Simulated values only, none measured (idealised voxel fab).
Process module in this document: voxel transistor to metal
Cross-sectional view cut (width: 185 nm; square cell size: 5 nm).
Notation: cross-section as square-cell grid; stated in bands, top first, going down; one or more cell rows per band. The entry gives the band's vertical extent as a top height and a bottom height in nm, then its horizontal make-up as materials from left to right, each with a width in nm. "air" stands for empty space; a single material marked "everywhere" fills the band edge to edge. Beneath 0, the wafer as received is one material, and that level is where height counting begins. The lowest band goes on downward without a bottom; it is written like "z 0 and below". Per-row width for "30->40": begins at first number (top row of band), ends at second number (bottom row), increment between rows held constant. Reading "remained unchanged" for a step: not a cell of the cross-section changed in it. Entry "Internal closed voids" = empty spaces >= 8 cells with no open way to the top; each as width x height at distance, distance from left edge, all nm. On a step's line, text after the settings is the simulator commenting on that step. Among the settings permitted on a step's line is "overlay nm"; applied to a step with a mask, it specifies the extent to which the mask lay to the right of its planned position, whereas a negative figure signifies a position to the left.
## So here's the lineup of process steps we planned
1,RECEIVE: material Si
2,CONFORMAL_DEP: material SiO2, thk nm 5
3,CONFORMAL_DEP: material SiN, thk nm 10
4,MASKED_ETCH: tone cover, mask id ACTIVE, width nm 120, etch materials SiN, depth nm 10, overlay nm 0
5,MASKED_ETCH: tone cover, mask id ACTIVE, width nm 120, etch materials SiO2, depth nm 5, overlay nm 0
6,MASKED_ETCH: tone cover, mask id ACTIVE, width nm 120, etch materials Si, depth nm 20, overlay nm 0
7,OXIDIZE: depth nm 5
8,FILL_DEP: material SiO2, thk nm 5
9,CMP: height nm 15
10,SELECTIVE_ETCH: etch materials SiO2, depth nm 10
11,STRIP: etch materials SiN
12,SELECTIVE_ETCH: etch materials SiO2, depth nm 5
13,OXIDIZE: depth nm 5
14,DIRECTIONAL_DEP: material polySi, thk nm 25
15,DIRECTIONAL_DEP: material SiCN, thk nm 10
16,MASKED_ETCH: tone cover, mask id GATE, width nm 30, etch materials SiCN, depth nm 20, overlay nm 0
17,MASKED_ETCH: tone cover, mask id GATE, width nm 30, etch materials polySi, depth nm 35, overlay nm 0
18,CONFORMAL_DEP: material SiO2, thk nm 5
19,DIRECTIONAL_ETCH: etch materials SiO2, depth nm 5
20,CONFORMAL_DEP: material SiN, thk nm 5
21,DIRECTIONAL_ETCH: etch materials SiN, depth nm 5
22,DIRECTIONAL_ETCH: etch materials SiO2, depth nm 5
23,DIRECTIONAL_ETCH: etch materials Si, depth nm 15
24,EPI: material SiGe, thk nm 20
25,FILL_DEP: material SiO2, thk nm 10
26,CMP: height nm 25
27,STRIP: etch materials polySi
28,SELECTIVE_ETCH: etch materials SiO2, depth nm 5
29,CONFORMAL_DEP: material HfO2, thk nm 5
30,CONFORMAL_DEP: material TiN, thk nm 5
31,FILL_DEP: material W, thk nm 10
32,CMP: height nm 20
33,DIRECTIONAL_DEP: material SiO2, thk nm 10
34,DIRECTIONAL_DEP: material aC, thk nm 10
35,PATTERN: tone open, mask id CONTACT, material resist, width nm 20, pitch nm 90, thk nm 25, overlay nm 0
36,DIRECTIONAL_ETCH: etch materials aC, depth nm 10
37,STRIP: etch materials resist
38,DIRECTIONAL_ETCH: etch materials SiO2, depth nm 30
39,STRIP: etch materials aC
40,CONFORMAL_DEP: material TiN, thk nm 5
41,FILL_DEP: material Ru, thk nm 5
42,CMP: height nm 30
43,CONFORMAL_DEP: material SiCN, thk nm 5
44,DIRECTIONAL_DEP: material lowk, thk nm 25
45,DIRECTIONAL_DEP: material aC, thk nm 15
46,PATTERN: tone open, mask id METAL_1, material resist, width nm 20, pitch nm 90, thk nm 35, overlay nm 0
47,DIRECTIONAL_ETCH: etch materials aC, depth nm 15
48,STRIP: etch materials resist
49,DIRECTIONAL_ETCH: etch materials lowk, depth nm 25
50,DIRECTIONAL_ETCH: etch materials SiCN, depth nm 5
51,STRIP: etch materials aC
52,CONFORMAL_DEP: material TiN, thk nm 5
53,FILL_DEP: material Ru, thk nm 5
54,CMP: height nm 60
55,CONFORMAL_DEP: material SiCN, thk nm 5
## Delivered wafer in cross-section: state after step 1
* z 0 and below: Si everywhere
* Internal closed voids: none
## Same starting wafer, same plan as above, one mistake in the execution; this is the cross-section at the end of the module
* z 65 to 60: SiCN everywhere
* z 60 to 35: lowk=35; TiN=5; Ru=10; TiN=5; lowk=70; TiN=5; Ru=10; TiN=5; lowk=40
* z 35 to 30: SiCN=35; TiN=5; Ru=10; TiN=5; SiCN=70; TiN=5; Ru=10; TiN=5; SiCN=40
* z 30 to 20: SiO2=35; TiN=5; Ru=10; TiN=5; SiO2=70; TiN=5; Ru=10; TiN=5; SiO2=40
* z 20 to 15: SiO2=35; TiN=20; SiO2=10; SiN=5; HfO2=5; TiN=5; W=20; TiN=5; HfO2=5; SiN=5; SiO2=10; TiN=20; SiO2=40
* z 15 to 5: SiO2=35; TiN=10; SiGe=20; SiN=5; HfO2=5; TiN=5; W=20; TiN=5; HfO2=5; SiN=5; SiGe=20; TiN=10; SiO2=40
* z 5 to 0: SiO2=35; TiN=10; SiGe=20; SiN=5; HfO2=5; TiN=30; HfO2=5; SiN=5; SiGe=20; TiN=10; SiO2=40
* z 0 to -5: SiO2=30; SiGe=35; SiO2=5; HfO2=40; SiO2=5; SiGe=35; SiO2=35
* z -5 to -20: SiO2=35; SiGe=30; Si=50; SiGe=30; SiO2=40
* z -20 to -25: SiO2=35; Si=110; SiO2=40
* z -25 and below: Si everywhere
* Internal closed voids: none
Finding, execution versus plan: contrary to plan, step 51 was performed as STRIP: etch materials TiN
